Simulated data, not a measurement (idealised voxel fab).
process module | voxel transistor to metal
cross-section cut | 290 nm wide | cells 5 nm
A cross-section is a grid of square cells, given in bands from the top down. A band is one or more rows of cells.
Each band's line starts with the height of the band's top and of its bottom, in nm. Then come its materials from left to right, each with its width in nm. One material with "throughout" fills the band from edge to edge. "air" is empty space.
Height 0 is the level under which the wafer as received is all one material. The lowest band goes on downwards, as in "0 down".
A width such as "30 to 40" changes by the same amount from each row of cells to the next, from the band's top row to its bottom row.
"no change" after a step means that no cell of the cross-section changed.
closed voids: empty space of 8 cells or more with no open way to the top, each as width x height at its distance from the left edge, in nm
after a step's settings: what the simulator itself notes on the step
overlay nm, on a step with a mask: how far to the right of its planned place the mask lay; to the left if negative
plan
1 op RECEIVE | material Si
2 op OXIDIZE | depth nm 5
3 op CONFORMAL_DEP | material SiN | thk nm 15
4 op DIRECTIONAL_DEP | material aC | thk nm 10
5 op PATTERN | tone cover | mask id ACTIVE | material resist | width nm 115 | pitch nm 145 | thk nm 25 | overlay nm 0
6 op DIRECTIONAL_ETCH | etch materials aC | depth nm 10
7 op STRIP | etch materials resist
8 op DIRECTIONAL_ETCH | etch materials SiN | depth nm 15
9 op DIRECTIONAL_ETCH | etch materials SiO2 | depth nm 5
10 op DIRECTIONAL_ETCH | etch materials Si | depth nm 35
11 op STRIP | etch materials aC
12 op FILL_DEP | material SiO2 | thk nm 15
13 op CMP | height nm 15
14 op SELECTIVE_ETCH | etch materials SiO2 | depth nm 10
15 op STRIP | etch materials SiN
16 op SELECTIVE_ETCH | etch materials SiO2 | depth nm 5
17 op OXIDIZE | depth nm 5
18 op DIRECTIONAL_DEP | material polySi | thk nm 20
19 op DIRECTIONAL_DEP | material SiCN | thk nm 10
20 op DIRECTIONAL_DEP | material aC | thk nm 15
21 op PATTERN | tone cover | mask id GATE | material resist | width nm 35 | pitch nm 145 | thk nm 30 | overlay nm 0
22 op DIRECTIONAL_ETCH | etch materials aC | depth nm 15
23 op STRIP | etch materials resist
24 op DIRECTIONAL_ETCH | etch materials SiCN | depth nm 20
25 op DIRECTIONAL_ETCH | etch materials polySi | depth nm 30
26 op STRIP | etch materials aC
27 op CONFORMAL_DEP | material SiO2 | thk nm 5
28 op DIRECTIONAL_ETCH | etch materials SiO2 | depth nm 5
29 op CONFORMAL_DEP | material SiN | thk nm 5
30 op DIRECTIONAL_ETCH | etch materials SiN | depth nm 5
31 op DIRECTIONAL_ETCH | etch materials SiO2 | depth nm 5
32 op DIRECTIONAL_ETCH | etch materials Si | depth nm 10
33 op EPI | material SiGe | thk nm 10
34 op FILL_DEP | material SiO2 | thk nm 10
35 op CMP | height nm 15
36 op STRIP | etch materials polySi
37 op SELECTIVE_ETCH | etch materials SiO2 | depth nm 5
38 op CONFORMAL_DEP | material HfO2 | thk nm 5
39 op CONFORMAL_DEP | material TiN | thk nm 5
40 op FILL_DEP | material W | thk nm 5
41 op CMP | height nm 10
42 op DIRECTIONAL_DEP | material SiO2 | thk nm 10
43 op PATTERN | tone open | mask id CONTACT | material resist | width nm 20 | thk nm 20 | overlay nm -5
44 op DIRECTIONAL_ETCH | etch materials SiO2 | depth nm 30
45 op STRIP | etch materials resist
46 op CONFORMAL_DEP | material TiN | thk nm 5
47 op FILL_DEP | material Ru | thk nm 10
48 op CMP | height nm 20
49 op DIRECTIONAL_DEP | material TiN | thk nm 5
50 op DIRECTIONAL_DEP | material W | thk nm 25
51 op PATTERN | tone cover | mask id METAL_1 | material resist | width nm 20 | thk nm 15 | overlay nm 0
52 op DIRECTIONAL_ETCH | etch materials W | depth nm 25
53 op DIRECTIONAL_ETCH | etch materials TiN | depth nm 5
54 op STRIP | etch materials resist
55 op FILL_DEP | material lowk | thk nm 10
56 op CMP | height nm 50
57 op CONFORMAL_DEP | material SiCN | thk nm 5
58 op DIRECTIONAL_DEP | material SiO2 | thk nm 30
59 op MASKED_ETCH | tone open | mask id METAL_2 | width nm 20 | pitch nm 145 | etch materials SiO2 | depth nm 15 | overlay nm 0
60 op MASKED_ETCH | tone open | mask id METAL_2_HOLES | width nm 15 | pitch nm 145 | etch materials SiO2 | depth nm 15 | overlay nm 0
61 op MASKED_ETCH | tone open | mask id METAL_2_HOLES | width nm 15 | pitch nm 145 | etch materials SiCN | depth nm 5 | overlay nm 0
62 op CONFORMAL_DEP | material TiN | thk nm 5
63 op FILL_DEP | material Cu | thk nm 10
64 op CMP | height nm 85
65 op CONFORMAL_DEP | material SiN | thk nm 5
varied across the wafers: overlay nm of step 43. The plan shows the first wafer's value. All wafers start alike
first wafer as received, after step 1
  0 down: Si throughout
  closed voids: none
first wafer at the end, after step 65
  90 to 85: SiN throughout
  85 to 75: SiO2 20 | TiN 5 | Cu 10 | TiN 5 | SiO2 125 | TiN 5 | Cu 10 | TiN 5 | SiO2 105
  75 to 70: SiO2 20 | TiN 5 | Cu 5 | TiN 10 | SiO2 125 | TiN 5 | Cu 5 | TiN 10 | SiO2 105
  70 to 55: SiO2 20 | TiN 5 | Cu 5 | TiN 5 | SiO2 130 | TiN 5 | Cu 5 | TiN 5 | SiO2 110
  55 to 50: SiCN 20 | TiN 15 | SiCN 130 | TiN 15 | SiCN 110
  50 to 25: lowk 20 | W 20 | lowk 65 | W 20 | lowk 40 | W 20 | lowk 65 | W 20 | lowk 20
  25 to 20: lowk 20 | TiN 20 | lowk 65 | TiN 20 | lowk 40 | TiN 20 | lowk 65 | TiN 20 | lowk 20
  20 to 10: SiO2 15 | TiN 5 | Ru 10 | TiN 5 | SiO2 65 | TiN 5 | Ru 10 | TiN 5 | SiO2 40 | TiN 5 | Ru 10 | TiN 5 | SiO2 65 | TiN 5 | Ru 10 | TiN 5 | SiO2 25
  10 to 5: SiO2 15 | TiN 5 | Ru 10 | TiN 5 | SiO2 10 | SiN 5 | HfO2 5 | TiN 5 | W 25 | TiN 5 | HfO2 5 | SiN 5 | TiN 5 | Ru 10 | TiN 5 | SiO2 40 | TiN 5 | Ru 10 | TiN 5 | SiO2 10 | SiN 5 | HfO2 5 | TiN 5 | W 25 | TiN 5 | HfO2 5 | SiN 5 | TiN 5 | Ru 10 | TiN 5 | SiO2 25
  5 to 0: SiO2 15 | TiN 20 | SiO2 10 | SiN 5 | HfO2 5 | TiN 5 | W 25 | TiN 5 | HfO2 5 | SiN 5 | TiN 20 | SiO2 40 | TiN 20 | SiO2 10 | SiN 5 | HfO2 5 | TiN 5 | W 25 | TiN 5 | HfO2 5 | SiN 5 | TiN 20 | SiO2 25
  0 to -5: SiO2 15 | SiN 5 | SiGe 10 | TiN 5 | SiGe 10 | SiN 5 | HfO2 5 | TiN 35 | HfO2 5 | SiN 5 | SiGe 10 | TiN 5 | SiGe 10 | SiN 5 | SiO2 30 | SiN 5 | SiGe 10 | TiN 5 | SiGe 10 | SiN 5 | HfO2 5 | TiN 35 | HfO2 5 | SiN 5 | SiGe 10 | TiN 5 | SiGe 10 | SiN 5 | SiO2 15
  -5 to -10: SiO2 20 | SiGe 10 | TiN 5 | SiGe 10 | SiO2 5 | HfO2 45 | SiO2 5 | SiGe 10 | TiN 5 | SiGe 10 | SiO2 40 | SiGe 10 | TiN 5 | SiGe 10 | SiO2 5 | HfO2 45 | SiO2 5 | SiGe 10 | TiN 5 | SiGe 10 | SiO2 20
  -10 to -20: SiO2 15 | Si 5 | SiGe 25 | Si 55 | SiGe 25 | Si 5 | SiO2 30 | Si 5 | SiGe 25 | Si 55 | SiGe 25 | Si 5 | SiO2 15
  -20 to -40: SiO2 15 | Si 115 | SiO2 30 | Si 115 | SiO2 15
  -40 down: Si throughout
  closed voids: none
last wafer at the end
  90 to 85: SiN throughout
  85 to 75: SiO2 20 | TiN 5 | Cu 10 | TiN 5 | SiO2 125 | TiN 5 | Cu 10 | TiN 5 | SiO2 105
  75 to 70: SiO2 20 | TiN 5 | Cu 5 | TiN 10 | SiO2 125 | TiN 5 | Cu 5 | TiN 10 | SiO2 105
  70 to 55: SiO2 20 | TiN 5 | Cu 5 | TiN 5 | SiO2 130 | TiN 5 | Cu 5 | TiN 5 | SiO2 110
  55 to 50: SiCN 20 | TiN 15 | SiCN 130 | TiN 15 | SiCN 110
  50 to 25: lowk 20 | W 20 | lowk 65 | W 20 | lowk 40 | W 20 | lowk 65 | W 20 | lowk 20
  25 to 20: lowk 20 | TiN 20 | lowk 65 | TiN 20 | lowk 40 | TiN 20 | lowk 65 | TiN 20 | lowk 20
  20 to 10: SiO2 25 | TiN 5 | Ru 10 | TiN 5 | SiO2 65 | TiN 5 | Ru 10 | TiN 5 | SiO2 40 | TiN 5 | Ru 10 | TiN 5 | SiO2 65 | TiN 5 | Ru 10 | TiN 5 | SiO2 15
  10 to 5: SiO2 25 | TiN 5 | Ru 10 | TiN 5 | SiN 5 | HfO2 5 | TiN 5 | W 25 | TiN 5 | HfO2 5 | SiN 5 | SiO2 10 | TiN 5 | Ru 10 | TiN 5 | SiO2 40 | TiN 5 | Ru 10 | TiN 5 | SiN 5 | HfO2 5 | TiN 5 | W 25 | TiN 5 | HfO2 5 | SiN 5 | SiO2 10 | TiN 5 | Ru 10 | TiN 5 | SiO2 15
  5 to 0: SiO2 25 | TiN 20 | SiN 5 | HfO2 5 | TiN 5 | W 25 | TiN 5 | HfO2 5 | SiN 5 | SiO2 10 | TiN 20 | SiO2 40 | TiN 20 | SiN 5 | HfO2 5 | TiN 5 | W 25 | TiN 5 | HfO2 5 | SiN 5 | SiO2 10 | TiN 20 | SiO2 15
  0 to -5: SiO2 15 | SiN 5 | SiGe 10 | TiN 5 | SiGe 10 | SiN 5 | HfO2 5 | TiN 35 | HfO2 5 | SiN 5 | SiGe 10 | TiN 5 | SiGe 10 | SiN 5 | SiO2 30 | SiN 5 | SiGe 10 | TiN 5 | SiGe 10 | SiN 5 | HfO2 5 | TiN 35 | HfO2 5 | SiN 5 | SiGe 10 | TiN 5 | SiGe 10 | SiN 5 | SiO2 15
  -5 to -10: SiO2 20 | SiGe 10 | TiN 5 | SiGe 10 | SiO2 5 | HfO2 45 | SiO2 5 | SiGe 10 | TiN 5 | SiGe 10 | SiO2 40 | SiGe 10 | TiN 5 | SiGe 10 | SiO2 5 | HfO2 45 | SiO2 5 | SiGe 10 | TiN 5 | SiGe 10 | SiO2 20
  -10 to -20: SiO2 15 | Si 5 | SiGe 25 | Si 55 | SiGe 25 | Si 5 | SiO2 30 | Si 5 | SiGe 25 | Si 55 | SiGe 25 | Si 5 | SiO2 15
  -20 to -40: SiO2 15 | Si 115 | SiO2 30 | Si 115 | SiO2 15
  -40 down: Si throughout
  closed voids: none
each wafer at the end: cells of each material gained (+) or lost (-) since it was received, then its closed voids
overlay nm -5 | +16 Cu | +30 HfO2 | +24 Ru | -228 Si | +52 SiCN | +72 SiGe | +74 SiN | +534 SiO2 | +118 TiN | +100 W | +252 lowk | closed voids: none
overlay nm 0 | +16 Cu | +30 HfO2 | +24 Ru | -228 Si | +52 SiCN | +72 SiGe | +74 SiN | +534 SiO2 | +118 TiN | +100 W | +252 lowk | closed voids: none
overlay nm 5 | +16 Cu | +30 HfO2 | +24 Ru | -228 Si | +52 SiCN | +72 SiGe | +74 SiN | +534 SiO2 | +118 TiN | +100 W | +252 lowk | closed voids: none
